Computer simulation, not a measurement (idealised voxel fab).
The following is a process module called voxel air gaps.
Shown is cross-section cut, with a width of 300 nm and square cells of size 5 nm.
Cross-sections here: square-cell grids, written as top-down lists of bands, a band being one or more rows of cells. A band entry consists of two parts. The first gives the height of the band's top and the height of its bottom, in nm. The rest lists the band's materials from left to right, each with its width in nm. A single material labelled with the word "everywhere" fills the band from edge to edge, and the word "air" marks empty space. Heights are expressed relative to 0, this being the level below which the as-received wafer comprises one material exclusively. The lowest band is unbounded in the downward direction and is denoted as in "0 nm and below". Note: "30->40" means the width goes from the first number (top row of the band) to the second number (bottom row) in equal steps per row of cells. Take "identical to before" at face value: in the step it is given for, the cross-section changed in none of its cells. Enclosed voids (no open way to top), threshold 8 cells or more, entry "Voids, fully enclosed", notation width x height at distance, distance from left edge, nm. Heads up: the bit after the settings on a step's line is the simulator's remark on that step. "overlay nm" on a masked step: distance the mask lay right of its planned place, negative for left.

[List of planned process steps]
1: op RECEIVE | material Si
2: op CONFORMAL_DEP | material SiO2 | thk nm 10
3: op CONFORMAL_DEP | material SiN | thk nm 5
4: op DIRECTIONAL_DEP | material SiO2 | thk nm 35
5: op MASKED_ETCH | tone open | mask id LINES | width nm 15 | pitch nm 40 | etch materials SiO2 | depth nm 35 | overlay nm 0
6: op CONFORMAL_DEP | material TiN | thk nm 5
7: op FILL_DEP | material W | thk nm 10
8: op CMP | height nm 50
9: op EPI | material Ru | thk nm 10
10: op SELECTIVE_ETCH | etch materials SiO2 | depth nm 45
11: op CONFORMAL_DEP | material SiCN | thk nm 5

[Wafer at receipt (post step 1), cross-section]
    0 nm and below  Si everywhere
    Voids, fully enclosed: none

[Here's the cross-section of the first of our two wafers at the end of the module - it ran as planned]
    65 nm to 60 nm  65 of air, 165 of SiCN, 70 of air
    60 nm to 50 nm  65 of air, 5 of SiCN, 35 of Ru, 5 of SiCN, 35 of Ru, 5 of SiCN, 35 of Ru, 5 of SiCN, 35 of Ru, 5 of SiCN, 70 of air
    50 nm to 45 nm  65 of air, 15 of SiCN, 5 of TiN, 5 of W, 5 of TiN, 25 of SiCN, 5 of TiN, 5 of W, 5 of TiN, 25 of SiCN, 5 of TiN, 5 of W, 5 of TiN, 25 of SiCN, 5 of TiN, 5 of W, 5 of TiN, 15 of SiCN, 70 of air
    45 nm to 20 nm  75 of air, 5 of SiCN, 5 of TiN, 5 of W, 5 of TiN, 5 of SiCN, 15 of air, 5 of SiCN, 5 of TiN, 5 of W, 5 of TiN, 5 of SiCN, 15 of air, 5 of SiCN, 5 of TiN, 5 of W, 5 of TiN, 5 of SiCN, 15 of air, 5 of SiCN, 5 of TiN, 5 of W, 5 of TiN, 5 of SiCN, 80 of air
    20 nm to 15 nm  80 of SiCN, 15 of TiN, 25 of SiCN, 15 of TiN, 25 of SiCN, 15 of TiN, 25 of SiCN, 15 of TiN, 85 of SiCN
    15 nm to 10 nm  SiN everywhere
    10 nm to 0 nm  SiO2 everywhere
    0 nm and below  Si everywhere
    Voids, fully enclosed: 15 x 25 at 100; 15 x 25 at 140; 15 x 25 at 180

[Second wafer cross-section at end of module - shared start and plan with the first, one mistake in the run]
    65 nm to 60 nm  65 of air, 165 of SiCN, 70 of air
    60 nm to 50 nm  65 of air, 5 of SiCN, 35 of Ru, 5 of SiCN, 35 of Ru, 5 of SiCN, 35 of Ru, 5 of SiCN, 35 of Ru, 5 of SiCN, 70 of air
    50 nm to 20 nm  65 of air, 5 of SiCN, 10 of Ru, 5 of TiN, 5 of W, 5 of TiN, 10 of Ru, 5 of SiCN, 10 of Ru, 5 of TiN, 5 of W, 5 of TiN, 10 of Ru, 5 of SiCN, 10 of Ru, 5 of TiN, 5 of W, 5 of TiN, 10 of Ru, 5 of SiCN, 10 of Ru, 5 of TiN, 5 of W, 5 of TiN, 10 of Ru, 5 of SiCN, 70 of air
    20 nm to 15 nm  70 of SiCN, 10 of Ru, 15 of TiN, 10 of Ru, 5 of SiCN, 10 of Ru, 15 of TiN, 10 of Ru, 5 of SiCN, 10 of Ru, 15 of TiN, 10 of Ru, 5 of SiCN, 10 of Ru, 15 of TiN, 10 of Ru, 75 of SiCN
    15 nm to 10 nm  SiN everywhere
    10 nm to 0 nm  SiO2 everywhere
    0 nm and below  Si everywhere
    Voids, fully enclosed: none
What was done differently from what was planned? steps 9 and 10 of the plan were run in the wrong order, each in the other's place
Final cells, second wafer relative to first, materials higher or lower: 112 more of Ru; 47 fewer of SiCN
closed voids at the end (first wafer, second wafer): 3, 0
